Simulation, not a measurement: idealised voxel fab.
process module | voxel wiring stack
cross-section cut | 205 nm wide | cells 5 nm
A cross-section is a grid of square cells, given in bands from the top down. A band is one or more rows of cells.
Each band's line starts with the height of the band's top and of its bottom, in nm. Then come its materials from left to right, each with its width in nm. One material with "throughout" fills the band from edge to edge. "air" is empty space.
Height 0 is the level under which the wafer as received is all one material. The lowest band goes on downwards, as in "0 down".
A width such as "30 to 40" changes by the same amount from each row of cells to the next, from the band's top row to its bottom row.
"no change" after a step means that no cell of the cross-section changed.
closed voids: empty space of 8 cells or more with no open way to the top, each as width x height at its distance from the left edge, in nm
after a step's settings: what the simulator itself notes on the step
overlay nm, on a step with a mask: how far to the right of its planned place the mask lay; to the left if negative
plan
1 op RECEIVE | material Si
2 op CONFORMAL_DEP | material SiO2 | thk nm 10
3 op DIRECTIONAL_DEP | material TiN | thk nm 5
4 op DIRECTIONAL_DEP | material Ru | thk nm 15
5 op MASKED_ETCH | tone cover | mask id METAL_1 | width nm 25 | pitch nm 45 | etch materials Ru | depth nm 15 | overlay nm 0
6 op MASKED_ETCH | tone cover | mask id METAL_1 | width nm 25 | pitch nm 45 | etch materials TiN | depth nm 5 | overlay nm 0
7 op FILL_DEP | material lowk | thk nm 5
8 op CMP | height nm 30
9 op CONFORMAL_DEP | material SiCN | thk nm 5
10 op DIRECTIONAL_DEP | material lowk | thk nm 35
11 op DIRECTIONAL_DEP | material aC | thk nm 15
12 op PATTERN | tone open | mask id METAL_2_HOLES | material resist | width nm 15 | pitch nm 45 | thk nm 30 | overlay nm 0
13 op DIRECTIONAL_ETCH | etch materials aC | depth nm 15
14 op STRIP | etch materials resist
15 op DIRECTIONAL_ETCH | etch materials lowk | depth nm 35
16 op STRIP | etch materials aC
17 op PATTERN | tone open | mask id METAL_2 | material resist | width nm 25 | pitch nm 45 | thk nm 20 | overlay nm 0
18 op DIRECTIONAL_ETCH | etch materials lowk | depth nm 20
19 op DIRECTIONAL_ETCH | etch materials SiCN | depth nm 5
20 op STRIP | etch materials resist
21 op CONFORMAL_DEP | material TiN | thk nm 5
22 op FILL_DEP | material Cu | thk nm 5
23 op CMP | height nm 70
24 op CONFORMAL_DEP | material SiCN | thk nm 5
25 op DIRECTIONAL_DEP | material lowk | thk nm 20
26 op PATTERN | tone open | mask id PLUG_2 | material resist | width nm 15 | pitch nm 90 | thk nm 15 | overlay nm 0
27 op DIRECTIONAL_ETCH | etch materials lowk | depth nm 20
28 op DIRECTIONAL_ETCH | etch materials SiCN | depth nm 5
29 op STRIP | etch materials resist
30 op CONFORMAL_DEP | material TiN | thk nm 5
31 op FILL_DEP | material W | thk nm 10
32 op CMP | height nm 95
33 op DIRECTIONAL_DEP | material TiN | thk nm 5
34 op DIRECTIONAL_DEP | material W | thk nm 15
35 op MASKED_ETCH | tone cover | mask id METAL_3 | width nm 25 | pitch nm 45 | etch materials W | depth nm 15 | overlay nm 0
36 op MASKED_ETCH | tone cover | mask id METAL_3 | width nm 25 | pitch nm 45 | etch materials TiN | depth nm 5 | overlay nm 0
37 op CONFORMAL_DEP | material SiN | thk nm 5
38 op FILL_DEP | material SiO2 | thk nm 5
39 op CMP | height nm 115
40 op CONFORMAL_DEP | material SiCN | thk nm 5
as received, after step 1
  0 down: Si throughout
  closed voids: none
first wafer at the end, as planned
  120 to 115: SiCN throughout
  115 to 100: SiO2 15 | SiN 5 | W 25 | SiN 5 | SiO2 10 | SiN 5 | W 25 | SiN 5 | SiO2 10 | SiN 5 | W 25 | SiN 5 | SiO2 10 | SiN 5 | W 25 | SiN 5 | SiO2 20
  100 to 95: SiN 20 | TiN 25 | SiN 20 | TiN 25 | SiN 20 | TiN 25 | SiN 20 | TiN 25 | SiN 25
  95 to 75: lowk 20 | TiN 5 | W 5 | TiN 5 | lowk 75 | TiN 5 | W 5 | TiN 5 | lowk 80
  75 to 70: SiCN 20 | TiN 15 | SiCN 75 | TiN 15 | SiCN 80
  70 to 55: lowk 20 | TiN 5 | Cu 15 | TiN 5 | lowk 20 | TiN 5 | Cu 15 | TiN 5 | lowk 20 | TiN 5 | Cu 15 | TiN 5 | lowk 20 | TiN 5 | Cu 15 | TiN 5 | lowk 25
  55 to 50: lowk 20 | TiN 5 | Cu 5 | TiN 15 | lowk 20 | TiN 5 | Cu 5 | TiN 15 | lowk 20 | TiN 5 | Cu 5 | TiN 15 | lowk 20 | TiN 5 | Cu 5 | TiN 15 | lowk 25
  50 to 35: lowk 20 | TiN 5 | Cu 5 | TiN 5 | lowk 30 | TiN 5 | Cu 5 | TiN 5 | lowk 30 | TiN 5 | Cu 5 | TiN 5 | lowk 30 | TiN 5 | Cu 5 | TiN 5 | lowk 35
  35 to 30: SiCN 20 | TiN 15 | SiCN 30 | TiN 15 | SiCN 30 | TiN 15 | SiCN 30 | TiN 15 | SiCN 35
  30 to 15: lowk 20 | Ru 25 | lowk 20 | Ru 25 | lowk 20 | Ru 25 | lowk 20 | Ru 25 | lowk 25
  15 to 10: lowk 20 | TiN 25 | lowk 20 | TiN 25 | lowk 20 | TiN 25 | lowk 20 | TiN 25 | lowk 25
  10 to 0: SiO2 throughout
  0 down: Si throughout
  closed voids: none
second wafer at the end: like start, like plan, one mistake
  120 to 115: SiCN throughout
  115 to 100: SiO2 15 | SiN 5 | W 25 | SiN 5 | SiO2 10 | SiN 5 | W 25 | SiN 5 | SiO2 10 | SiN 5 | W 25 | SiN 5 | SiO2 10 | SiN 5 | W 25 | SiN 5 | SiO2 20
  100 to 95: SiN 20 | TiN 25 | SiN 20 | TiN 25 | SiN 20 | TiN 25 | SiN 20 | TiN 25 | SiN 25
  95 to 75: lowk 20 | TiN 5 | W 5 | TiN 5 | lowk 75 | TiN 5 | W 5 | TiN 5 | lowk 80
  75 to 70: SiCN 20 | TiN 15 | SiCN 75 | TiN 15 | SiCN 80
  70 to 55: lowk 20 | TiN 5 | Cu 15 | TiN 5 | lowk 20 | TiN 5 | Cu 15 | TiN 5 | lowk 20 | TiN 5 | Cu 15 | TiN 5 | lowk 20 | TiN 5 | Cu 15 | TiN 5 | lowk 25
  55 to 50: lowk 20 | TiN 5 | Cu 5 | TiN 15 | lowk 20 | TiN 5 | Cu 5 | TiN 15 | lowk 20 | TiN 5 | Cu 5 | TiN 15 | lowk 20 | TiN 5 | Cu 5 | TiN 15 | lowk 25
  50 to 35: lowk 20 | TiN 5 | Cu 5 | TiN 5 | lowk 30 | TiN 5 | Cu 5 | TiN 5 | lowk 30 | TiN 5 | Cu 5 | TiN 5 | lowk 30 | TiN 5 | Cu 5 | TiN 5 | lowk 35
  35 to 30: SiCN 20 | TiN 15 | SiCN 30 | TiN 15 | SiCN 30 | TiN 15 | SiCN 30 | TiN 15 | SiCN 35
  30 to 25: lowk throughout
  25 to 10: lowk 20 | Ru 25 | lowk 20 | Ru 25 | lowk 20 | Ru 25 | lowk 20 | Ru 25 | lowk 25
  10 to 5: lowk 20 | TiN 25 | lowk 20 | TiN 25 | lowk 20 | TiN 25 | lowk 20 | TiN 25 | lowk 25
  5 to 0: SiO2 throughout
  0 down: Si throughout
  closed voids: none
what went wrong: step 2 ran as: op CONFORMAL_DEP | material SiO2 | thk nm 5
at the end the second wafer has, in cells: 41 fewer of SiO2 | 41 more of lowk
